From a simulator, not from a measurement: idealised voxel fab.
A process module follows: voxel transistor to metal.
Section cut is 205 nm wide and gridded with 5 nm square cells.
Each cross-section below is a grid of square cells, stated as bands in top-down order, with one or more rows of cells making up each band. Read a band's entry like this: the first values are the height of its top and the height of its bottom in nm, and what follows is the sequence of materials from left to right, each with its width in nm. Note that "blank" is empty space, and that a single material marked "throughout" reaches across the band from edge to edge. It should be noted that heights are counted from 0, beneath which the wafer as supplied is of one material throughout, and that the lowest band possesses no lower boundary but continues downward, as written in "0 nm and below". When a width is written as two numbers, as in "30->40", the first number is the width in the top row of cells of the band and the second is the width in its bottom row, and the width changes by the same amount from each row to the next. No cell of the cross-section changed in a step that is given as "no change". Heads up: "Fully enclosed voids" only lists the empty pockets with no open path to the top that are 8 cells or more, and it writes them as width x height at distance, distance from the left edge, in nm. after a step's settings: what the simulator itself notes on the step. Among the settings permitted on a step's line is "overlay nm"; applied to a step with a mask, it specifies the extent to which the mask lay to the right of its planned position, whereas a negative figure signifies a position to the left.
Set out below are the planned steps of the process
| 1 | RECEIVE, material Si |
| 2 | CONFORMAL_DEP, material SiO2, thk nm 5 |
| 3 | CONFORMAL_DEP, material SiN, thk nm 15 |
| 4 | MASKED_ETCH, tone cover, mask id ACTIVE, width nm 95, etch materials SiN, depth nm 15, overlay nm 0 |
| 5 | MASKED_ETCH, tone cover, mask id ACTIVE, width nm 95, etch materials SiO2, depth nm 5, overlay nm 0 |
| 6 | MASKED_ETCH, tone cover, mask id ACTIVE, width nm 95, etch materials Si, depth nm 25, overlay nm 0 |
| 7 | FILL_DEP, material SiO2, thk nm 15 |
| 8 | CMP, height nm 20 |
| 9 | SELECTIVE_ETCH, etch materials SiO2, depth nm 10 |
| 10 | STRIP, etch materials SiN |
| 11 | SELECTIVE_ETCH, etch materials SiO2, depth nm 5 |
| 12 | OXIDIZE, depth nm 5 |
| 13 | DIRECTIONAL_DEP, material polySi, thk nm 25 |
| 14 | DIRECTIONAL_DEP, material SiCN, thk nm 15 |
| 15 | PATTERN, tone cover, mask id GATE, material resist, width nm 25, thk nm 15, overlay nm 0 |
| 16 | DIRECTIONAL_ETCH, etch materials SiCN, depth nm 25 |
| 17 | DIRECTIONAL_ETCH, etch materials polySi, depth nm 35 |
| 18 | STRIP, etch materials resist |
| 19 | CONFORMAL_DEP, material SiN, thk nm 10 |
| 20 | DIRECTIONAL_ETCH, etch materials SiN, depth nm 10 |
| 21 | DIRECTIONAL_ETCH, etch materials SiO2, depth nm 5 |
| 22 | EPI, material SiGe, thk nm 5 |
| 23 | FILL_DEP, material SiO2, thk nm 10 |
| 24 | CMP, height nm 40 |
| 25 | DIRECTIONAL_DEP, material SiO2, thk nm 10 |
| 26 | PATTERN, tone open, mask id CONTACT, material resist, width nm 25, pitch nm 60, thk nm 15, overlay nm 0 |
| 27 | DIRECTIONAL_ETCH, etch materials SiO2, depth nm 50 |
| 28 | STRIP, etch materials resist |
| 29 | CONFORMAL_DEP, material TiN, thk nm 5 |
| 30 | FILL_DEP, material Ru, thk nm 10 |
| 31 | CMP, height nm 50 |
| 32 | CONFORMAL_DEP, material SiN, thk nm 5 |
| 33 | DIRECTIONAL_DEP, material SiO2, thk nm 15 |
| 34 | MASKED_ETCH, tone open, mask id METAL_1, width nm 15, pitch nm 70, etch materials SiO2, depth nm 15, overlay nm 0 |
| 35 | MASKED_ETCH, tone open, mask id METAL_1, width nm 15, pitch nm 70, etch materials SiN, depth nm 5, overlay nm 0 |
| 36 | CONFORMAL_DEP, material TiN, thk nm 5 |
| 37 | FILL_DEP, material W, thk nm 5 |
| 38 | CMP, height nm 70 |
| 39 | CONFORMAL_DEP, material SiCN, thk nm 5 |
The first of two wafers, run as planned
The cross-section here shows the wafer as received, i.e. in its state after step 1
	0 nm and below = Si throughout
	Fully enclosed voids: none
Upon completion of step 2, the wafer appears in cross-section as shown
	5 nm to 0 nm = SiO2 throughout
	Everything under 0 stays put, no change at all.
Upon completion of step 3, the wafer appears in cross-section as shown
	20 nm to 5 nm = SiN throughout
	Everything under 5 stays put, no change at all.
Upon completion of step 4, the wafer appears in cross-section as shown
	20 nm to 5 nm = blank (55) / SiN (95) / blank (55)
	Everything under 5 stays put, no change at all.
Upon completion of step 5, the wafer appears in cross-section as shown
	20 nm to 5 nm = blank (55) / SiN (95) / blank (55)
	5 nm to 0 nm = blank (55) / SiO2 (95) / blank (55)
	Everything under 0 stays put, no change at all.
Upon completion of step 6, the wafer appears in cross-section as shown
	20 nm to 5 nm = blank (55) / SiN (95) / blank (55)
	5 nm to 0 nm = blank (55) / SiO2 (95) / blank (55)
	0 nm to -25 nm = blank (55) / Si (95) / blank (55)
	Everything under -25 stays put, no change at all.
Upon completion of step 7, the wafer appears in cross-section as shown
	35 nm to 20 nm = SiO2 throughout
	20 nm to 5 nm = SiO2 (55) / SiN (95) / SiO2 (55)
	5 nm to 0 nm = SiO2 throughout
	0 nm to -25 nm = SiO2 (55) / Si (95) / SiO2 (55)
	Everything under -25 stays put, no change at all.
Upon completion of step 8, the wafer appears in cross-section as shown
	20 nm to 5 nm = SiO2 (55) / SiN (95) / SiO2 (55)
	Everything under 5 stays put, no change at all.
Upon completion of step 9, the wafer appears in cross-section as shown
	20 nm to 10 nm = blank (55) / SiN (95) / blank (55)
	Everything under 10 stays put, no change at all.
Upon completion of step 10, the wafer appears in cross-section as shown
	10 nm to 5 nm = SiO2 (55) / blank (95) / SiO2 (55)
	Everything under 5 stays put, no change at all.
Upon completion of step 11, the wafer appears in cross-section as shown
	5 nm to 0 nm = SiO2 (50) / blank (105) / SiO2 (50)
	Everything under 0 stays put, no change at all.
Upon completion of step 12, the wafer appears in cross-section as shown
	5 nm to 0 nm = SiO2 (50) / blank (105) / SiO2 (50)
	0 nm to -5 nm = SiO2 throughout
	Everything under -5 stays put, no change at all.
Upon completion of step 13, the wafer appears in cross-section as shown
	30 nm to 25 nm = polySi (50) / blank (105) / polySi (50)
	25 nm to 5 nm = polySi throughout
	5 nm to 0 nm = SiO2 (50) / polySi (105) / SiO2 (50)
	Everything under 0 stays put, no change at all.
Upon completion of step 14, the wafer appears in cross-section as shown
	45 nm to 40 nm = SiCN (50) / blank (105) / SiCN (50)
	40 nm to 30 nm = SiCN throughout
	30 nm to 25 nm = polySi (50) / SiCN (105) / polySi (50)
	Everything under 25 stays put, no change at all.
Upon completion of step 15, the wafer appears in cross-section as shown
	60 nm to 45 nm = blank (90) / resist (25) / blank (90)
	45 nm to 40 nm = SiCN (50) / blank (40) / resist (25) / blank (40) / SiCN (50)
	Everything under 40 stays put, no change at all.
Upon completion of step 16, the wafer appears in cross-section as shown
	60 nm to 40 nm = blank (90) / resist (25) / blank (90)
	40 nm to 30 nm = blank (90) / SiCN (25) / blank (90)
	30 nm to 25 nm = polySi (50) / blank (40) / SiCN (25) / blank (40) / polySi (50)
	Everything under 25 stays put, no change at all.
Upon completion of step 17, the wafer appears in cross-section as shown
	60 nm to 40 nm = blank (90) / resist (25) / blank (90)
	40 nm to 25 nm = blank (90) / SiCN (25) / blank (90)
	25 nm to 5 nm = blank (90) / polySi (25) / blank (90)
	5 nm to 0 nm = SiO2 (50) / blank (40) / polySi (25) / blank (40) / SiO2 (50)
	Everything under 0 stays put, no change at all.
Upon completion of step 18, the wafer appears in cross-section as shown
	40 nm to 25 nm = blank (90) / SiCN (25) / blank (90)
	Everything under 25 stays put, no change at all.
Upon completion of step 19, the wafer appears in cross-section as shown
	50 nm to 40 nm = blank (80) / SiN (45) / blank (80)
	40 nm to 25 nm = blank (80) / SiN (10) / SiCN (25) / SiN (10) / blank (80)
	25 nm to 15 nm = blank (80) / SiN (10) / polySi (25) / SiN (10) / blank (80)
	15 nm to 10 nm = SiN (60) / blank (20) / SiN (10) / polySi (25) / SiN (10) / blank (20) / SiN (60)
	10 nm to 5 nm = SiN (90) / polySi (25) / SiN (90)
	5 nm to 0 nm = SiO2 (50) / SiN (40) / polySi (25) / SiN (40) / SiO2 (50)
	Everything under 0 stays put, no change at all.
Upon completion of step 20, the wafer appears in cross-section as shown
	40 nm to 25 nm = blank (80) / SiN (10) / SiCN (25) / SiN (10) / blank (80)
	25 nm to 5 nm = blank (80) / SiN (10) / polySi (25) / SiN (10) / blank (80)
	5 nm to 0 nm = SiO2 (50) / SiN (10) / blank (20) / SiN (10) / polySi (25) / SiN (10) / blank (20) / SiN (10) / SiO2 (50)
	Everything under 0 stays put, no change at all.
Upon completion of step 21, the wafer appears in cross-section as shown
	40 nm to 25 nm = blank (80) / SiN (10) / SiCN (25) / SiN (10) / blank (80)
	25 nm to 5 nm = blank (80) / SiN (10) / polySi (25) / SiN (10) / blank (80)
	5 nm to 0 nm = blank (50) / SiN (10) / blank (20) / SiN (10) / polySi (25) / SiN (10) / blank (20) / SiN (10) / blank (50)
	0 nm to -5 nm = SiO2 (60) / blank (20) / SiO2 (45) / blank (20) / SiO2 (60)
	Everything under -5 stays put, no change at all.
Upon completion of step 22, the wafer appears in cross-section as shown
	40 nm to 25 nm = blank (80) / SiN (10) / SiCN (25) / SiN (10) / blank (80)
	25 nm to 5 nm = blank (80) / SiN (10) / polySi (25) / SiN (10) / blank (80)
	5 nm to 0 nm = blank (50) / SiN (10) / blank (20) / SiN (10) / polySi (25) / SiN (10) / blank (20) / SiN (10) / blank (50)
	0 nm to -5 nm = SiO2 (60) / SiGe (20) / SiO2 (45) / SiGe (20) / SiO2 (60)
	Everything under -5 stays put, no change at all.
Upon completion of step 23, the wafer appears in cross-section as shown
	50 nm to 40 nm = SiO2 throughout
	40 nm to 25 nm = SiO2 (80) / SiN (10) / SiCN (25) / SiN (10) / SiO2 (80)
	25 nm to 5 nm = SiO2 (80) / SiN (10) / polySi (25) / SiN (10) / SiO2 (80)
	5 nm to 0 nm = SiO2 (50) / SiN (10) / SiO2 (20) / SiN (10) / polySi (25) / SiN (10) / SiO2 (20) / SiN (10) / SiO2 (50)
	Everything under 0 stays put, no change at all.
Upon completion of step 24, the wafer appears in cross-section as shown
	40 nm to 25 nm = SiO2 (80) / SiN (10) / SiCN (25) / SiN (10) / SiO2 (80)
	Everything under 25 stays put, no change at all.
Upon completion of step 25, the wafer appears in cross-section as shown
	50 nm to 40 nm = SiO2 throughout
	Everything under 40 stays put, no change at all.
Upon completion of step 26, the wafer appears in cross-section as shown
	65 nm to 50 nm = resist (60) / blank (25) / resist (35) / blank (25) / resist (60)
	Everything under 50 stays put, no change at all.
Upon completion of step 27, the wafer appears in cross-section as shown
	65 nm to 50 nm = resist (60) / blank (25) / resist (35) / blank (25) / resist (60)
	50 nm to 40 nm = SiO2 (60) / blank (25) / SiO2 (35) / blank (25) / SiO2 (60)
	40 nm to 25 nm = SiO2 (60) / blank (20) / SiN (10) / SiCN (25) / SiN (10) / blank (20) / SiO2 (60)
	25 nm to 5 nm = SiO2 (60) / blank (20) / SiN (10) / polySi (25) / SiN (10) / blank (20) / SiO2 (60)
	5 nm to 0 nm = SiO2 (50) / SiN (10) / blank (20) / SiN (10) / polySi (25) / SiN (10) / blank (20) / SiN (10) / SiO2 (50)
	Everything under 0 stays put, no change at all.
Upon completion of step 28, the wafer appears in cross-section as shown
	50 nm to 40 nm = SiO2 (60) / blank (25) / SiO2 (35) / blank (25) / SiO2 (60)
	Everything under 40 stays put, no change at all.
Upon completion of step 29, the wafer appears in cross-section as shown
	55 nm to 50 nm = TiN (65) / blank (15) / TiN (45) / blank (15) / TiN (65)
	50 nm to 40 nm = SiO2 (60) / TiN (5) / blank (15->10) / TiN (5->10) / SiO2 (35) / TiN (5->10) / blank (15->10) / TiN (5) / SiO2 (60)
	40 nm to 25 nm = SiO2 (60) / TiN (5) / blank (10) / TiN (5) / SiN (10) / SiCN (25) / SiN (10) / TiN (5) / blank (10) / TiN (5) / SiO2 (60)
	25 nm to 5 nm = SiO2 (60) / TiN (5) / blank (10) / TiN (5) / SiN (10) / polySi (25) / SiN (10) / TiN (5) / blank (10) / TiN (5) / SiO2 (60)
	5 nm to 0 nm = SiO2 (50) / SiN (10) / TiN (20) / SiN (10) / polySi (25) / SiN (10) / TiN (20) / SiN (10) / SiO2 (50)
	Everything under 0 stays put, no change at all.
Upon completion of step 30, the wafer appears in cross-section as shown
	65 nm to 55 nm = Ru throughout
	55 nm to 50 nm = TiN (65) / Ru (15) / TiN (45) / Ru (15) / TiN (65)
	50 nm to 40 nm = SiO2 (60) / TiN (5) / Ru (15->10) / TiN (5->10) / SiO2 (35) / TiN (5->10) / Ru (15->10) / TiN (5) / SiO2 (60)
	40 nm to 25 nm = SiO2 (60) / TiN (5) / Ru (10) / TiN (5) / SiN (10) / SiCN (25) / SiN (10) / TiN (5) / Ru (10) / TiN (5) / SiO2 (60)
	25 nm to 5 nm = SiO2 (60) / TiN (5) / Ru (10) / TiN (5) / SiN (10) / polySi (25) / SiN (10) / TiN (5) / Ru (10) / TiN (5) / SiO2 (60)
	Everything under 5 stays put, no change at all.
Upon completion of step 31, the wafer appears in cross-section as shown
	50 nm to 40 nm = SiO2 (60) / TiN (5) / Ru (15->10) / TiN (5->10) / SiO2 (35) / TiN (5->10) / Ru (15->10) / TiN (5) / SiO2 (60)
	Everything under 40 stays put, no change at all.
Upon completion of step 32, the wafer appears in cross-section as shown
	55 nm to 50 nm = SiN throughout
	Everything under 50 stays put, no change at all.
Upon completion of step 33, the wafer appears in cross-section as shown
	70 nm to 55 nm = SiO2 throughout
	Everything under 55 stays put, no change at all.
Upon completion of step 34, the wafer appears in cross-section as shown
	70 nm to 55 nm = SiO2 (60) / blank (15) / SiO2 (55) / blank (15) / SiO2 (60)
	Everything under 55 stays put, no change at all.
Upon completion of step 35, the wafer appears in cross-section as shown
	70 nm to 55 nm = SiO2 (60) / blank (15) / SiO2 (55) / blank (15) / SiO2 (60)
	55 nm to 50 nm = SiN (60) / blank (15) / SiN (55) / blank (15) / SiN (60)
	Everything under 50 stays put, no change at all.
Upon completion of step 36, the wafer appears in cross-section as shown
	75 nm to 70 nm = TiN (65) / blank (5) / TiN (65) / blank (5) / TiN (65)
	70 nm to 55 nm = SiO2 (60) / TiN (5) / blank (5) / TiN (5) / SiO2 (55) / TiN (5) / blank (5) / TiN (5) / SiO2 (60)
	55 nm to 50 nm = SiN (60) / TiN (15) / SiN (55) / TiN (15) / SiN (60)
	Everything under 50 stays put, no change at all.
Upon completion of step 37, the wafer appears in cross-section as shown
	80 nm to 75 nm = W throughout
	75 nm to 70 nm = TiN (65) / W (5) / TiN (65) / W (5) / TiN (65)
	70 nm to 55 nm = SiO2 (60) / TiN (5) / W (5) / TiN (5) / SiO2 (55) / TiN (5) / W (5) / TiN (5) / SiO2 (60)
	Everything under 55 stays put, no change at all.
Upon completion of step 38, the wafer appears in cross-section as shown
	70 nm to 55 nm = SiO2 (60) / TiN (5) / W (5) / TiN (5) / SiO2 (55) / TiN (5) / W (5) / TiN (5) / SiO2 (60)
	Everything under 55 stays put, no change at all.
Upon completion of step 39, the wafer appears in cross-section as shown
	75 nm to 70 nm = SiCN throughout
	Everything under 70 stays put, no change at all.
Wafer two. Same start, same plan, one slip in execution. Same as wafer one through step 14, inclusive
Cross-sectional representation of the second wafer at the time designated in the plan for the completion of step 15
	60 nm to 45 nm = resist (90) / blank (25) / resist (90)
	45 nm to 40 nm = SiCN (50) / resist (40) / blank (25) / resist (40) / SiCN (50)
	Everything under 40 stays put, no change at all.
Cross-sectional representation of the second wafer at the time designated in the plan for the completion of step 16
	60 nm to 45 nm = resist (90) / blank (25) / resist (90)
	45 nm to 40 nm = SiCN (50) / resist (40) / blank (25) / resist (40) / SiCN (50)
	40 nm to 30 nm = SiCN (90) / blank (25) / SiCN (90)
	30 nm to 25 nm = polySi (50) / SiCN (40) / blank (25) / SiCN (40) / polySi (50)
	Everything under 25 stays put, no change at all.
Cross-sectional representation of the second wafer at the time designated in the plan for the completion of step 17
	60 nm to 45 nm = resist (90) / blank (25) / resist (90)
	45 nm to 40 nm = SiCN (50) / resist (40) / blank (25) / resist (40) / SiCN (50)
	40 nm to 30 nm = SiCN (90) / blank (25) / SiCN (90)
	30 nm to 25 nm = polySi (50) / SiCN (40) / blank (25) / SiCN (40) / polySi (50)
	25 nm to 5 nm = polySi (90) / blank (25) / polySi (90)
	5 nm to 0 nm = SiO2 (50) / polySi (40) / blank (25) / polySi (40) / SiO2 (50)
	Everything under 0 stays put, no change at all.
Cross-sectional representation of the second wafer at the time designated in the plan for the completion of step 18
	45 nm to 40 nm = SiCN (50) / blank (105) / SiCN (50)
	Everything under 40 stays put, no change at all.
Cross-sectional representation of the second wafer at the time designated in the plan for the completion of step 19
	55 nm to 45 nm = SiN (60->100) / blank (85->5) / SiN (60->100)
	45 nm to 40 nm = SiCN (50) / SiN (50) / blank (5) / SiN (50) / SiCN (50)
	40 nm to 30 nm = SiCN (90) / SiN (10) / blank (5) / SiN (10) / SiCN (90)
	30 nm to 25 nm = polySi (50) / SiCN (40) / SiN (10) / blank (5) / SiN (10) / SiCN (40) / polySi (50)
	25 nm to 10 nm = polySi (90) / SiN (10) / blank (5) / SiN (10) / polySi (90)
	10 nm to 5 nm = polySi (90) / SiN (25) / polySi (90)
	5 nm to 0 nm = SiO2 (50) / polySi (40) / SiN (25) / polySi (40) / SiO2 (50)
	Everything under 0 stays put, no change at all.
Cross-sectional representation of the second wafer at the time designated in the plan for the completion of step 20
	45 nm to 40 nm = SiCN (50) / SiN (10) / blank (85) / SiN (10) / SiCN (50)
	40 nm to 30 nm = SiCN (90) / SiN (10) / blank (5) / SiN (10) / SiCN (90)
	30 nm to 25 nm = polySi (50) / SiCN (40) / SiN (10) / blank (5) / SiN (10) / SiCN (40) / polySi (50)
	25 nm to 5 nm = polySi (90) / SiN (10) / blank (5) / SiN (10) / polySi (90)
	5 nm to 0 nm = SiO2 (50) / polySi (40) / SiN (10) / blank (5) / SiN (10) / polySi (40) / SiO2 (50)
	Everything under 0 stays put, no change at all.
Cross-sectional representation of the second wafer at the time designated in the plan for the completion of step 21
	45 nm to 40 nm = SiCN (50) / SiN (10) / blank (85) / SiN (10) / SiCN (50)
	40 nm to 30 nm = SiCN (90) / SiN (10) / blank (5) / SiN (10) / SiCN (90)
	30 nm to 25 nm = polySi (50) / SiCN (40) / SiN (10) / blank (5) / SiN (10) / SiCN (40) / polySi (50)
	25 nm to 5 nm = polySi (90) / SiN (10) / blank (5) / SiN (10) / polySi (90)
	5 nm to 0 nm = SiO2 (50) / polySi (40) / SiN (10) / blank (5) / SiN (10) / polySi (40) / SiO2 (50)
	0 nm to -5 nm = SiO2 (100) / blank (5) / SiO2 (100)
	Everything under -5 stays put, no change at all.
Cross-sectional representation of the second wafer at the time designated in the plan for the completion of step 22
	45 nm to 40 nm = SiCN (50) / SiN (10) / blank (85) / SiN (10) / SiCN (50)
	40 nm to 30 nm = SiCN (90) / SiN (10) / blank (5) / SiN (10) / SiCN (90)
	30 nm to 25 nm = polySi (50) / SiCN (40) / SiN (10) / blank (5) / SiN (10) / SiCN (40) / polySi (50)
	25 nm to 5 nm = polySi (90) / SiN (10) / blank (5) / SiN (10) / polySi (90)
	5 nm to 0 nm = SiO2 (50) / polySi (40) / SiN (10) / blank (5) / SiN (10) / polySi (40) / SiO2 (50)
	0 nm to -5 nm = SiO2 (100) / SiGe (5) / SiO2 (100)
	Everything under -5 stays put, no change at all.
Cross-sectional representation of the second wafer at the time designated in the plan for the completion of step 23
	55 nm to 45 nm = SiO2 throughout
	45 nm to 40 nm = SiCN (50) / SiN (10) / SiO2 (85) / SiN (10) / SiCN (50)
	40 nm to 30 nm = SiCN (90) / SiN (10) / SiO2 (5) / SiN (10) / SiCN (90)
	30 nm to 25 nm = polySi (50) / SiCN (40) / SiN (10) / SiO2 (5) / SiN (10) / SiCN (40) / polySi (50)
	25 nm to 5 nm = polySi (90) / SiN (10) / SiO2 (5) / SiN (10) / polySi (90)
	5 nm to 0 nm = SiO2 (50) / polySi (40) / SiN (10) / SiO2 (5) / SiN (10) / polySi (40) / SiO2 (50)
	Everything under 0 stays put, no change at all.
Cross-sectional representation of the second wafer at the time designated in the plan for the completion of step 24
	40 nm to 30 nm = SiCN (90) / SiN (10) / SiO2 (5) / SiN (10) / SiCN (90)
	Everything under 30 stays put, no change at all.
Cross-sectional representation of the second wafer at the time designated in the plan for the completion of step 25
	50 nm to 40 nm = SiO2 throughout
	Everything under 40 stays put, no change at all.
Cross-sectional representation of the second wafer at the time designated in the plan for the completion of step 26
	65 nm to 50 nm = resist (60) / blank (25) / resist (35) / blank (25) / resist (60)
	Everything under 50 stays put, no change at all.
Cross-sectional representation of the second wafer at the time designated in the plan for the completion of step 27
	65 nm to 50 nm = resist (60) / blank (25) / resist (35) / blank (25) / resist (60)
	50 nm to 40 nm = SiO2 (60) / blank (25) / SiO2 (35) / blank (25) / SiO2 (60)
	Everything under 40 stays put, no change at all.
Cross-sectional representation of the second wafer at the time designated in the plan for the completion of step 28
	50 nm to 40 nm = SiO2 (60) / blank (25) / SiO2 (35) / blank (25) / SiO2 (60)
	Everything under 40 stays put, no change at all.
Cross-sectional representation of the second wafer at the time designated in the plan for the completion of step 29
	55 nm to 50 nm = TiN (65) / blank (15) / TiN (45) / blank (15) / TiN (65)
	50 nm to 45 nm = SiO2 (60) / TiN (5) / blank (15) / TiN (5) / SiO2 (35) / TiN (5) / blank (15) / TiN (5) / SiO2 (60)
	45 nm to 40 nm = SiO2 (60) / TiN (25) / SiO2 (35) / TiN (25) / SiO2 (60)
	Everything under 40 stays put, no change at all.
Cross-sectional representation of the second wafer at the time designated in the plan for the completion of step 30
	65 nm to 55 nm = Ru throughout
	55 nm to 50 nm = TiN (65) / Ru (15) / TiN (45) / Ru (15) / TiN (65)
	50 nm to 45 nm = SiO2 (60) / TiN (5) / Ru (15) / TiN (5) / SiO2 (35) / TiN (5) / Ru (15) / TiN (5) / SiO2 (60)
	Everything under 45 stays put, no change at all.
Cross-sectional representation of the second wafer at the time designated in the plan for the completion of step 31
	50 nm to 45 nm = SiO2 (60) / TiN (5) / Ru (15) / TiN (5) / SiO2 (35) / TiN (5) / Ru (15) / TiN (5) / SiO2 (60)
	Everything under 45 stays put, no change at all.
Cross-sectional representation of the second wafer at the time designated in the plan for the completion of step 32
	55 nm to 50 nm = SiN throughout
	Everything under 50 stays put, no change at all.
Cross-sectional representation of the second wafer at the time designated in the plan for the completion of step 33
	70 nm to 55 nm = SiO2 throughout
	Everything under 55 stays put, no change at all.
Cross-sectional representation of the second wafer at the time designated in the plan for the completion of step 34
	70 nm to 55 nm = SiO2 (60) / blank (15) / SiO2 (55) / blank (15) / SiO2 (60)
	Everything under 55 stays put, no change at all.
Cross-sectional representation of the second wafer at the time designated in the plan for the completion of step 35
	70 nm to 55 nm = SiO2 (60) / blank (15) / SiO2 (55) / blank (15) / SiO2 (60)
	55 nm to 50 nm = SiN (60) / blank (15) / SiN (55) / blank (15) / SiN (60)
	Everything under 50 stays put, no change at all.
Cross-sectional representation of the second wafer at the time designated in the plan for the completion of step 36
	75 nm to 70 nm = TiN (65) / blank (5) / TiN (65) / blank (5) / TiN (65)
	70 nm to 55 nm = SiO2 (60) / TiN (5) / blank (5) / TiN (5) / SiO2 (55) / TiN (5) / blank (5) / TiN (5) / SiO2 (60)
	55 nm to 50 nm = SiN (60) / TiN (15) / SiN (55) / TiN (15) / SiN (60)
	Everything under 50 stays put, no change at all.
Cross-sectional representation of the second wafer at the time designated in the plan for the completion of step 37
	80 nm to 75 nm = W throughout
	75 nm to 70 nm = TiN (65) / W (5) / TiN (65) / W (5) / TiN (65)
	70 nm to 55 nm = SiO2 (60) / TiN (5) / W (5) / TiN (5) / SiO2 (55) / TiN (5) / W (5) / TiN (5) / SiO2 (60)
	Everything under 55 stays put, no change at all.
Cross-sectional representation of the second wafer at the time designated in the plan for the completion of step 38
	70 nm to 55 nm = SiO2 (60) / TiN (5) / W (5) / TiN (5) / SiO2 (55) / TiN (5) / W (5) / TiN (5) / SiO2 (60)
	Everything under 55 stays put, no change at all.
Cross-sectional representation of the second wafer at the time designated in the plan for the completion of step 39
	75 nm to 70 nm = SiCN throughout
	Everything under 70 stays put, no change at all.
Here's what went sideways: step 15 was not run as planned; what actually ran was PATTERN, tone open, mask id GATE, material resist, width nm 25, thk nm 15, overlay nm 0
Bottom line after processing is that, in cells, the second wafer is up or down on some materials versus the first: Ru -32; SiCN +73; SiGe -7; SiN -4; SiO2 -153; TiN -32; polySi +155
